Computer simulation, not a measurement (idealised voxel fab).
The name of this process module is voxel air gaps.
FYI the section here is cut, 210 nm wide, cells are 5 nm squares.
When this document writes out a cross-section, it uses a grid of square cells and lists it as bands, beginning at the top and moving down, with a band standing for one or more rows of cells.
Read a band's entry like this: the first values are the height of its top and the height of its bottom in nm, and what follows is the sequence of materials from left to right, each with its width in nm. Note that "air" is empty space, and that a single material marked "everywhere" reaches across the band from edge to edge.
A quick word on heights: they are counted from 0, and under that level the wafer as it came to us is one material throughout. The lowest band is different from the rest in having no bottom; it simply continues downward, written as in "top 0, no bottom".
So if you see something like "30->40" for the width, read it as the top row of the band sitting at the first number and the bottom row at the second, with every row in between moving by the same amount as the last.
Where a step carries "remained unchanged", the cross-section came out of it unchanged, cell for cell.
Heads up: "Cavities, sealed" only lists the empty pockets with no open path to the top that are 8 cells or more, and it writes them as width x height at distance, distance from the left edge, in nm.
On a step's line, text after the settings is the simulator commenting on that step.
overlay nm: where the mask lay relative to plan, measured to the right, on steps with a mask; negatives go left.
### This section lists the process steps that were planned
1,RECEIVE, material Si
2,CONFORMAL_DEP, material SiO2, thk nm 15
3,CONFORMAL_DEP, material SiCN, thk nm 5
4,DIRECTIONAL_DEP, material SiO2, thk nm 40
5,DIRECTIONAL_DEP, material aC, thk nm 15
6,PATTERN, tone open, mask id LINES, material resist, width nm 20, pitch nm 50, thk nm 35, overlay nm 0
7,DIRECTIONAL_ETCH, etch materials aC, depth nm 15
8,STRIP, etch materials resist
9,DIRECTIONAL_ETCH, etch materials SiO2, depth nm 40
10,STRIP, etch materials aC
11,CONFORMAL_DEP, material TiN, thk nm 5
12,FILL_DEP, material Ru, thk nm 10
13,CMP, height nm 60
14,EPI, material Ru, thk nm 10
15,SELECTIVE_ETCH, etch materials SiO2, depth nm 50
16,CONFORMAL_DEP, material SiCN, thk nm 5
### First of two wafers, processed according to plan
### Incoming wafer, cross-sectional view, post step 1
  top 0, no bottom | Si everywhere
  Cavities, sealed: none
### Presented here is a cross-section of the wafer after step 2 has been performed
  top 15, bottom 0 | SiO2 everywhere
  Unchanged below 0.
### Presented here is a cross-section of the wafer after step 3 has been performed
  top 20, bottom 15 | SiCN everywhere
  Unchanged below 15.
### Presented here is a cross-section of the wafer after step 4 has been performed
  top 60, bottom 20 | SiO2 everywhere
  Unchanged below 20.
### Presented here is a cross-section of the wafer after step 5 has been performed
  top 75, bottom 60 | aC everywhere
  Unchanged below 60.
### Presented here is a cross-section of the wafer after step 6 has been performed
  top 110, bottom 75 | resist=20, air=20, resist=30, air=20, resist=30, air=20, resist=30, air=20, resist=20
  Unchanged below 75.
### Presented here is a cross-section of the wafer after step 7 has been performed
  top 95, bottom 75 | resist=20, air=20, resist=30, air=20, resist=30, air=20, resist=30, air=20, resist=20
  top 75, bottom 60 | aC=20, air=20, aC=30, air=20, aC=30, air=20, aC=30, air=20, aC=20
  Unchanged below 60.
### Presented here is a cross-section of the wafer after step 8 has been performed
  top 75, bottom 60 | aC=20, air=20, aC=30, air=20, aC=30, air=20, aC=30, air=20, aC=20
  Unchanged below 60.
### Presented here is a cross-section of the wafer after step 9 has been performed
  top 75, bottom 60 | aC=20, air=20, aC=30, air=20, aC=30, air=20, aC=30, air=20, aC=20
  top 60, bottom 20 | SiO2=20, air=20, SiO2=30, air=20, SiO2=30, air=20, SiO2=30, air=20, SiO2=20
  Unchanged below 20.
### Presented here is a cross-section of the wafer after step 10 has been performed
  top 60, bottom 20 | SiO2=20, air=20, SiO2=30, air=20, SiO2=30, air=20, SiO2=30, air=20, SiO2=20
  Unchanged below 20.
### Presented here is a cross-section of the wafer after step 11 has been performed
  top 65, bottom 60 | TiN=25, air=10, TiN=40, air=10, TiN=40, air=10, TiN=40, air=10, TiN=25
  top 60, bottom 25 | SiO2=20, TiN=5, air=10, TiN=5, SiO2=30, TiN=5, air=10, TiN=5, SiO2=30, TiN=5, air=10, TiN=5, SiO2=30, TiN=5, air=10, TiN=5, SiO2=20
  top 25, bottom 20 | SiO2=20, TiN=20, SiO2=30, TiN=20, SiO2=30, TiN=20, SiO2=30, TiN=20, SiO2=20
  Unchanged below 20.
### Presented here is a cross-section of the wafer after step 12 has been performed
  top 75, bottom 65 | Ru everywhere
  top 65, bottom 60 | TiN=25, Ru=10, TiN=40, Ru=10, TiN=40, Ru=10, TiN=40, Ru=10, TiN=25
  top 60, bottom 25 | SiO2=20, TiN=5, Ru=10, TiN=5, SiO2=30, TiN=5, Ru=10, TiN=5, SiO2=30, TiN=5, Ru=10, TiN=5, SiO2=30, TiN=5, Ru=10, TiN=5, SiO2=20
  Unchanged below 25.
### Presented here is a cross-section of the wafer after step 13 has been performed
  top 60, bottom 25 | SiO2=20, TiN=5, Ru=10, TiN=5, SiO2=30, TiN=5, Ru=10, TiN=5, SiO2=30, TiN=5, Ru=10, TiN=5, SiO2=30, TiN=5, Ru=10, TiN=5, SiO2=20
  Unchanged below 25.
### Presented here is a cross-section of the wafer after step 14 has been performed
  top 70, bottom 60 | air=10, Ru=40, air=10, Ru=40, air=10, Ru=40, air=10, Ru=40, air=10
  Unchanged below 60.
### Presented here is a cross-section of the wafer after step 15 has been performed
  top 70, bottom 60 | air=10, Ru=40, air=10, Ru=40, air=10, Ru=40, air=10, Ru=40, air=10
  top 60, bottom 25 | air=20, TiN=5, Ru=10, TiN=5, air=30, TiN=5, Ru=10, TiN=5, air=30, TiN=5, Ru=10, TiN=5, air=30, TiN=5, Ru=10, TiN=5, air=20
  top 25, bottom 20 | air=20, TiN=20, air=30, TiN=20, air=30, TiN=20, air=30, TiN=20, air=20
  Unchanged below 20.
### Presented here is a cross-section of the wafer after step 16 has been performed
  top 75, bottom 70 | air=5, SiCN=200, air=5
  top 70, bottom 60 | air=5, SiCN=5, Ru=40, SiCN=10, Ru=40, SiCN=10, Ru=40, SiCN=10, Ru=40, SiCN=5, air=5
  top 60, bottom 55 | air=5, SiCN=15, TiN=5, Ru=10, TiN=5, SiCN=30, TiN=5, Ru=10, TiN=5, SiCN=30, TiN=5, Ru=10, TiN=5, SiCN=30, TiN=5, Ru=10, TiN=5, SiCN=15, air=5
  top 55, bottom 25 | air=15, SiCN=5, TiN=5, Ru=10, TiN=5, SiCN=5, air=20, SiCN=5, TiN=5, Ru=10, TiN=5, SiCN=5, air=20, SiCN=5, TiN=5, Ru=10, TiN=5, SiCN=5, air=20, SiCN=5, TiN=5, Ru=10, TiN=5, SiCN=5, air=15
  top 25, bottom 20 | SiCN=20, TiN=20, SiCN=30, TiN=20, SiCN=30, TiN=20, SiCN=30, TiN=20, SiCN=20
  Unchanged below 20.
  Cavities, sealed: 20 x 30 at 45; 20 x 30 at 95; 20 x 30 at 145
### Second wafer, same starting conditions and recipe as the first, one mistake in executing it, nothing differs from the first up to and including step 12
The second wafer cut through, at the time step 13 was supposed to be finished: remained unchanged
### The second wafer cut through, at the time step 14 was supposed to be finished
  top 85, bottom 65 | Ru everywhere
  Unchanged below 65.
The second wafer cut through, at the time step 15 was supposed to be finished: remained unchanged
### The second wafer cut through, at the time step 16 was supposed to be finished
  top 90, bottom 85 | SiCN everywhere
  Unchanged below 85.
Misprocessing identified: step 13 of the plan was excluded from execution and never run
Wafer comparison, final, in cells, second relative to first, materials more or fewer: Ru: 112 more, SiCN: 112 fewer, SiO2: 208 more, TiN: 34 more
Ultimately, the number of closed voids is 3 in the first wafer and 0 in the second wafer.
